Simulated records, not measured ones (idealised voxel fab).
Presented below is a process module, voxel capacitor over wiring.
Square cells of 5 nm make up the cross-section cut, whose width is 270 nm.
Bands, listed from the top down, are how a cross-section gets written in this document; the cross-section itself is a grid of square cells, and a band is one or more rows of them.
Per band: top height and bottom height in nm, followed by the left-to-right materials and their widths in nm; "throughout" marks a single material spanning edge to edge, "empty" marks empty space.
Note: height 0 marks the level under which the wafer is uniformly one material as received. Lowest band unbounded below, written "0 down".
When a width is written as two numbers, as in "30..40", the first number is the width in the top row of cells of the band and the second is the width in its bottom row, and the width changes by the same amount from each row to the next.
It should be understood that the words "nothing different", when stated for a given step, signify that the cross-section underwent no change in any of its cells during that step.
"Entrapped voids" - sealed voids, min. 8 cells, no opening to top; format: width x height at distance (distance from left edge; nm throughout).
Past the settings on a step's line: simulator remark, on that step.
The optional step-line setting "overlay nm" applies to steps with a mask and quantifies how far to the right of its planned location the mask lay, a negative value indicating leftward placement.
-- The steps planned for the process are as follows
1 RECEIVE, material Si
2 CONFORMAL_DEP, material SiO2, thk nm 10
3 CONFORMAL_DEP, material SiN, thk nm 5
4 DIRECTIONAL_DEP, material SiO2, thk nm 20
5 DIRECTIONAL_DEP, material aC, thk nm 10
6 PATTERN, tone open, mask id METAL_1, material resist, width nm 25, pitch nm 90, thk nm 25, overlay nm 0
7 DIRECTIONAL_ETCH, etch materials aC, depth nm 10
8 STRIP, etch materials resist
9 DIRECTIONAL_ETCH, etch materials SiO2, depth nm 20
10 DIRECTIONAL_ETCH, etch materials SiN, depth nm 5
11 STRIP, etch materials aC
12 CONFORMAL_DEP, material TiN, thk nm 5
13 FILL_DEP, material W, thk nm 10
14 CMP, height nm 35
15 CONFORMAL_DEP, material SiCN, thk nm 5
16 DIRECTIONAL_DEP, material lowk, thk nm 15
17 PATTERN, tone open, mask id PLUG_1, material resist, width nm 15, thk nm 15, overlay nm 0
18 DIRECTIONAL_ETCH, etch materials lowk, depth nm 15
19 DIRECTIONAL_ETCH, etch materials SiCN, depth nm 5
20 STRIP, etch materials resist
21 EPI, material Ru, thk nm 10
22 EPI, material Ru, thk nm 10
23 DIRECTIONAL_DEP, material TiN, thk nm 10
24 DIRECTIONAL_DEP, material HfO2, thk nm 5
25 DIRECTIONAL_DEP, material TiN, thk nm 5
26 PATTERN, tone cover, mask id UPPER_PLATE, material resist, width nm 70, thk nm 15, overlay nm 0
27 DIRECTIONAL_ETCH, etch materials TiN, depth nm 5
28 DIRECTIONAL_ETCH, etch materials HfO2, depth nm 5
29 STRIP, etch materials resist
30 MASKED_ETCH, tone cover, mask id LOWER_PLATE, width nm 80, etch materials TiN, depth nm 10, overlay nm 0
31 FILL_DEP, material SiO2, thk nm 20
32 CMP, height nm 90
33 MASKED_ETCH, tone open, mask id PLUG_2, width nm 15, etch materials SiO2, depth nm 15, overlay nm 0
34 CONFORMAL_DEP, material TiN, thk nm 5
35 FILL_DEP, material W, thk nm 5
36 CMP, height nm 90
37 CONFORMAL_DEP, material SiN, thk nm 5
-- First wafer out of two, processed as planned
-- Here's what the wafer looked like in cross-section when it arrived - that's after step 1
> 0 down  Si throughout
> Entrapped voids: none
-- Take a look at the wafer's cross-section after step 2
> 10 to 0  SiO2 throughout
> Below a height of 0, the structure has not been altered.
-- Take a look at the wafer's cross-section after step 3
> 15 to 10  SiN throughout
> Below a height of 10, the structure has not been altered.
-- Take a look at the wafer's cross-section after step 4
> 35 to 15  SiO2 throughout
> Below a height of 15, the structure has not been altered.
-- Take a look at the wafer's cross-section after step 5
> 45 to 35  aC throughout
> Below a height of 35, the structure has not been altered.
-- Take a look at the wafer's cross-section after step 6
> 70 to 45  resist=75, then empty=25, then resist=65, then empty=25, then resist=80
> Below a height of 45, the structure has not been altered.
-- Take a look at the wafer's cross-section after step 7
> 60 to 45  resist=75, then empty=25, then resist=65, then empty=25, then resist=80
> 45 to 35  aC=75, then empty=25, then aC=65, then empty=25, then aC=80
> Below a height of 35, the structure has not been altered.
-- Take a look at the wafer's cross-section after step 8
> 45 to 35  aC=75, then empty=25, then aC=65, then empty=25, then aC=80
> Below a height of 35, the structure has not been altered.
-- Take a look at the wafer's cross-section after step 9
> 45 to 35  aC=75, then empty=25, then aC=65, then empty=25, then aC=80
> 35 to 15  SiO2=75, then empty=25, then SiO2=65, then empty=25, then SiO2=80
> Below a height of 15, the structure has not been altered.
-- Take a look at the wafer's cross-section after step 10
> 45 to 35  aC=75, then empty=25, then aC=65, then empty=25, then aC=80
> 35 to 15  SiO2=75, then empty=25, then SiO2=65, then empty=25, then SiO2=80
> 15 to 10  SiN=75, then empty=25, then SiN=65, then empty=25, then SiN=80
> Below a height of 10, the structure has not been altered.
-- Take a look at the wafer's cross-section after step 11
> 35 to 15  SiO2=75, then empty=25, then SiO2=65, then empty=25, then SiO2=80
> Below a height of 15, the structure has not been altered.
-- Take a look at the wafer's cross-section after step 12
> 40 to 35  TiN=80, then empty=15, then TiN=75, then empty=15, then TiN=85
> 35 to 15  SiO2=75, then TiN=5, then empty=15, then TiN=5, then SiO2=65, then TiN=5, then empty=15, then TiN=5, then SiO2=80
> 15 to 10  SiN=75, then TiN=25, then SiN=65, then TiN=25, then SiN=80
> Below a height of 10, the structure has not been altered.
-- Take a look at the wafer's cross-section after step 13
> 50 to 40  W throughout
> 40 to 35  TiN=80, then W=15, then TiN=75, then W=15, then TiN=85
> 35 to 15  SiO2=75, then TiN=5, then W=15, then TiN=5, then SiO2=65, then TiN=5, then W=15, then TiN=5, then SiO2=80
> Below a height of 15, the structure has not been altered.
-- Take a look at the wafer's cross-section after step 14
> 35 to 15  SiO2=75, then TiN=5, then W=15, then TiN=5, then SiO2=65, then TiN=5, then W=15, then TiN=5, then SiO2=80
> Below a height of 15, the structure has not been altered.
-- Take a look at the wafer's cross-section after step 15
> 40 to 35  SiCN throughout
> Below a height of 35, the structure has not been altered.
-- Take a look at the wafer's cross-section after step 16
> 55 to 40  lowk throughout
> Below a height of 40, the structure has not been altered.
-- Take a look at the wafer's cross-section after step 17
> 70 to 55  resist=85, then empty=15, then resist=170
> Below a height of 55, the structure has not been altered.
-- Take a look at the wafer's cross-section after step 18
> 70 to 55  resist=85, then empty=15, then resist=170
> 55 to 40  lowk=85, then empty=15, then lowk=170
> Below a height of 40, the structure has not been altered.
-- Take a look at the wafer's cross-section after step 19
> 70 to 55  resist=85, then empty=15, then resist=170
> 55 to 40  lowk=85, then empty=15, then lowk=170
> 40 to 35  SiCN=85, then empty=15, then SiCN=170
> Below a height of 35, the structure has not been altered.
-- Take a look at the wafer's cross-section after step 20
> 55 to 40  lowk=85, then empty=15, then lowk=170
> Below a height of 40, the structure has not been altered.
-- Take a look at the wafer's cross-section after step 21
> 55 to 45  lowk=85, then empty=15, then lowk=170
> 45 to 40  lowk=85, then Ru=15, then lowk=170
> 40 to 35  SiCN=85, then Ru=15, then SiCN=170
> Below a height of 35, the structure has not been altered.
-- Take a look at the wafer's cross-section after step 22
> 55 to 40  lowk=85, then Ru=15, then lowk=170
> Below a height of 40, the structure has not been altered.
-- Take a look at the wafer's cross-section after step 23
> 65 to 55  TiN throughout
> Below a height of 55, the structure has not been altered.
-- Take a look at the wafer's cross-section after step 24
> 70 to 65  HfO2 throughout
> Below a height of 65, the structure has not been altered.
-- Take a look at the wafer's cross-section after step 25
> 75 to 70  TiN throughout
> Below a height of 70, the structure has not been altered.
-- Take a look at the wafer's cross-section after step 26
> 90 to 75  empty=85, then resist=70, then empty=115
> Below a height of 75, the structure has not been altered.
-- Take a look at the wafer's cross-section after step 27
> 90 to 75  empty=85, then resist=70, then empty=115
> 75 to 70  empty=85, then TiN=70, then empty=115
> Below a height of 70, the structure has not been altered.
-- Take a look at the wafer's cross-section after step 28
> 90 to 75  empty=85, then resist=70, then empty=115
> 75 to 70  empty=85, then TiN=70, then empty=115
> 70 to 65  empty=85, then HfO2=70, then empty=115
> Below a height of 65, the structure has not been altered.
-- Take a look at the wafer's cross-section after step 29
> 75 to 70  empty=85, then TiN=70, then empty=115
> Below a height of 70, the structure has not been altered.
-- Take a look at the wafer's cross-section after step 30
> 75 to 70  empty=85, then TiN=70, then empty=115
> 70 to 65  empty=85, then HfO2=70, then empty=115
> 65 to 55  empty=80, then TiN=80, then empty=110
> Below a height of 55, the structure has not been altered.
-- Take a look at the wafer's cross-section after step 31
> 95 to 75  SiO2 throughout
> 75 to 70  SiO2=85, then TiN=70, then SiO2=115
> 70 to 65  SiO2=85, then HfO2=70, then SiO2=115
> 65 to 55  SiO2=80, then TiN=80, then SiO2=110
> Below a height of 55, the structure has not been altered.
-- Take a look at the wafer's cross-section after step 32
> 90 to 75  SiO2 throughout
> Below a height of 75, the structure has not been altered.
-- Take a look at the wafer's cross-section after step 33
> 90 to 75  SiO2=95, then empty=15, then SiO2=160
> Below a height of 75, the structure has not been altered.
-- Take a look at the wafer's cross-section after step 34
> 95 to 90  TiN=100, then empty=5, then TiN=165
> 90 to 80  SiO2=95, then TiN=5, then empty=5, then TiN=5, then SiO2=160
> 80 to 70  SiO2=95..85, then TiN=15..70, then SiO2=160..115
> Below a height of 70, the structure has not been altered.
-- Take a look at the wafer's cross-section after step 35
> 100 to 95  W throughout
> 95 to 90  TiN=100, then W=5, then TiN=165
> 90 to 80  SiO2=95, then TiN=5, then W=5, then TiN=5, then SiO2=160
> Below a height of 80, the structure has not been altered.
-- Take a look at the wafer's cross-section after step 36
> 90 to 80  SiO2=95, then TiN=5, then W=5, then TiN=5, then SiO2=160
> Below a height of 80, the structure has not been altered.
-- Take a look at the wafer's cross-section after step 37
> 95 to 90  SiN throughout
> Below a height of 90, the structure has not been altered.
-- Second wafer, same starting conditions and recipe as the first, one mistake in executing it, nothing differs from the first up to and including step 2
-- Look at the second wafer in cross-section at the time step 3 ought to have finished
> 25 to 10  SiN throughout
> Below a height of 10, the structure has not been altered.
-- Look at the second wafer in cross-section at the time step 4 ought to have finished
> 45 to 25  SiO2 throughout
> Below a height of 25, the structure has not been altered.
-- Look at the second wafer in cross-section at the time step 5 ought to have finished
> 55 to 45  aC throughout
> Below a height of 45, the structure has not been altered.
-- Look at the second wafer in cross-section at the time step 6 ought to have finished
> 80 to 55  resist=75, then empty=25, then resist=65, then empty=25, then resist=80
> Below a height of 55, the structure has not been altered.
-- Look at the second wafer in cross-section at the time step 7 ought to have finished
> 70 to 55  resist=75, then empty=25, then resist=65, then empty=25, then resist=80
> 55 to 45  aC=75, then empty=25, then aC=65, then empty=25, then aC=80
> Below a height of 45, the structure has not been altered.
-- Look at the second wafer in cross-section at the time step 8 ought to have finished
> 55 to 45  aC=75, then empty=25, then aC=65, then empty=25, then aC=80
> Below a height of 45, the structure has not been altered.
-- Look at the second wafer in cross-section at the time step 9 ought to have finished
> 55 to 45  aC=75, then empty=25, then aC=65, then empty=25, then aC=80
> 45 to 25  SiO2=75, then empty=25, then SiO2=65, then empty=25, then SiO2=80
> Below a height of 25, the structure has not been altered.
-- Look at the second wafer in cross-section at the time step 10 ought to have finished
> 55 to 45  aC=75, then empty=25, then aC=65, then empty=25, then aC=80
> 45 to 25  SiO2=75, then empty=25, then SiO2=65, then empty=25, then SiO2=80
> 25 to 20  SiN=75, then empty=25, then SiN=65, then empty=25, then SiN=80
> Below a height of 20, the structure has not been altered.
-- Look at the second wafer in cross-section at the time step 11 ought to have finished
> 45 to 25  SiO2=75, then empty=25, then SiO2=65, then empty=25, then SiO2=80
> Below a height of 25, the structure has not been altered.
-- Look at the second wafer in cross-section at the time step 12 ought to have finished
> 50 to 45  TiN=80, then empty=15, then TiN=75, then empty=15, then TiN=85
> 45 to 25  SiO2=75, then TiN=5, then empty=15, then TiN=5, then SiO2=65, then TiN=5, then empty=15, then TiN=5, then SiO2=80
> 25 to 20  SiN=75, then TiN=25, then SiN=65, then TiN=25, then SiN=80
> Below a height of 20, the structure has not been altered.
-- Look at the second wafer in cross-section at the time step 13 ought to have finished
> 60 to 50  W throughout
> 50 to 45  TiN=80, then W=15, then TiN=75, then W=15, then TiN=85
> 45 to 25  SiO2=75, then TiN=5, then W=15, then TiN=5, then SiO2=65, then TiN=5, then W=15, then TiN=5, then SiO2=80
> Below a height of 25, the structure has not been altered.
-- Look at the second wafer in cross-section at the time step 14 ought to have finished
> 35 to 25  SiO2=75, then TiN=5, then W=15, then TiN=5, then SiO2=65, then TiN=5, then W=15, then TiN=5, then SiO2=80
> Below a height of 25, the structure has not been altered.
-- Look at the second wafer in cross-section at the time step 15 ought to have finished
> 40 to 35  SiCN throughout
> Below a height of 35, the structure has not been altered.
-- Look at the second wafer in cross-section at the time step 16 ought to have finished
> 55 to 40  lowk throughout
> Below a height of 40, the structure has not been altered.
-- Look at the second wafer in cross-section at the time step 17 ought to have finished
> 70 to 55  resist=85, then empty=15, then resist=170
> Below a height of 55, the structure has not been altered.
-- Look at the second wafer in cross-section at the time step 18 ought to have finished
> 70 to 55  resist=85, then empty=15, then resist=170
> 55 to 40  lowk=85, then empty=15, then lowk=170
> Below a height of 40, the structure has not been altered.
-- Look at the second wafer in cross-section at the time step 19 ought to have finished
> 70 to 55  resist=85, then empty=15, then resist=170
> 55 to 40  lowk=85, then empty=15, then lowk=170
> 40 to 35  SiCN=85, then empty=15, then SiCN=170
> Below a height of 35, the structure has not been altered.
-- Look at the second wafer in cross-section at the time step 20 ought to have finished
> 55 to 40  lowk=85, then empty=15, then lowk=170
> Below a height of 40, the structure has not been altered.
-- Look at the second wafer in cross-section at the time step 21 ought to have finished
> 55 to 45  lowk=85, then empty=15, then lowk=170
> 45 to 40  lowk=85, then Ru=15, then lowk=170
> 40 to 35  SiCN=85, then Ru=15, then SiCN=170
> Below a height of 35, the structure has not been altered.
-- Look at the second wafer in cross-section at the time step 22 ought to have finished
> 55 to 40  lowk=85, then Ru=15, then lowk=170
> Below a height of 40, the structure has not been altered.
-- Look at the second wafer in cross-section at the time step 23 ought to have finished
> 65 to 55  TiN throughout
> Below a height of 55, the structure has not been altered.
-- Look at the second wafer in cross-section at the time step 24 ought to have finished
> 70 to 65  HfO2 throughout
> Below a height of 65, the structure has not been altered.
-- Look at the second wafer in cross-section at the time step 25 ought to have finished
> 75 to 70  TiN throughout
> Below a height of 70, the structure has not been altered.
-- Look at the second wafer in cross-section at the time step 26 ought to have finished
> 90 to 75  empty=85, then resist=70, then empty=115
> Below a height of 75, the structure has not been altered.
-- Look at the second wafer in cross-section at the time step 27 ought to have finished
> 90 to 75  empty=85, then resist=70, then empty=115
> 75 to 70  empty=85, then TiN=70, then empty=115
> Below a height of 70, the structure has not been altered.
-- Look at the second wafer in cross-section at the time step 28 ought to have finished
> 90 to 75  empty=85, then resist=70, then empty=115
> 75 to 70  empty=85, then TiN=70, then empty=115
> 70 to 65  empty=85, then HfO2=70, then empty=115
> Below a height of 65, the structure has not been altered.
-- Look at the second wafer in cross-section at the time step 29 ought to have finished
> 75 to 70  empty=85, then TiN=70, then empty=115
> Below a height of 70, the structure has not been altered.
-- Look at the second wafer in cross-section at the time step 30 ought to have finished
> 75 to 70  empty=85, then TiN=70, then empty=115
> 70 to 65  empty=85, then HfO2=70, then empty=115
> 65 to 55  empty=80, then TiN=80, then empty=110
> Below a height of 55, the structure has not been altered.
-- Look at the second wafer in cross-section at the time step 31 ought to have finished
> 95 to 75  SiO2 throughout
> 75 to 70  SiO2=85, then TiN=70, then SiO2=115
> 70 to 65  SiO2=85, then HfO2=70, then SiO2=115
> 65 to 55  SiO2=80, then TiN=80, then SiO2=110
> Below a height of 55, the structure has not been altered.
-- Look at the second wafer in cross-section at the time step 32 ought to have finished
> 90 to 75  SiO2 throughout
> Below a height of 75, the structure has not been altered.
-- Look at the second wafer in cross-section at the time step 33 ought to have finished
> 90 to 75  SiO2=95, then empty=15, then SiO2=160
> Below a height of 75, the structure has not been altered.
-- Look at the second wafer in cross-section at the time step 34 ought to have finished
> 95 to 90  TiN=100, then empty=5, then TiN=165
> 90 to 80  SiO2=95, then TiN=5, then empty=5, then TiN=5, then SiO2=160
> 80 to 70  SiO2=95..85, then TiN=15..70, then SiO2=160..115
> Below a height of 70, the structure has not been altered.
-- Look at the second wafer in cross-section at the time step 35 ought to have finished
> 100 to 95  W throughout
> 95 to 90  TiN=100, then W=5, then TiN=165
> 90 to 80  SiO2=95, then TiN=5, then W=5, then TiN=5, then SiO2=160
> Below a height of 80, the structure has not been altered.
-- Look at the second wafer in cross-section at the time step 36 ought to have finished
> 90 to 80  SiO2=95, then TiN=5, then W=5, then TiN=5, then SiO2=160
> Below a height of 80, the structure has not been altered.
-- Look at the second wafer in cross-section at the time step 37 ought to have finished
> 95 to 90  SiN throughout
> Below a height of 90, the structure has not been altered.
Heads up, the wafer didn't run the way we planned it: step 3 ran with different settings than intended, the actual operation and settings being CONFORMAL_DEP, material SiN, thk nm 15
The final cell counts differ between the wafers, with the second having more or fewer of some materials than the first: 108 more of SiN, 88 fewer of SiO2, 8 fewer of TiN, 12 fewer of W
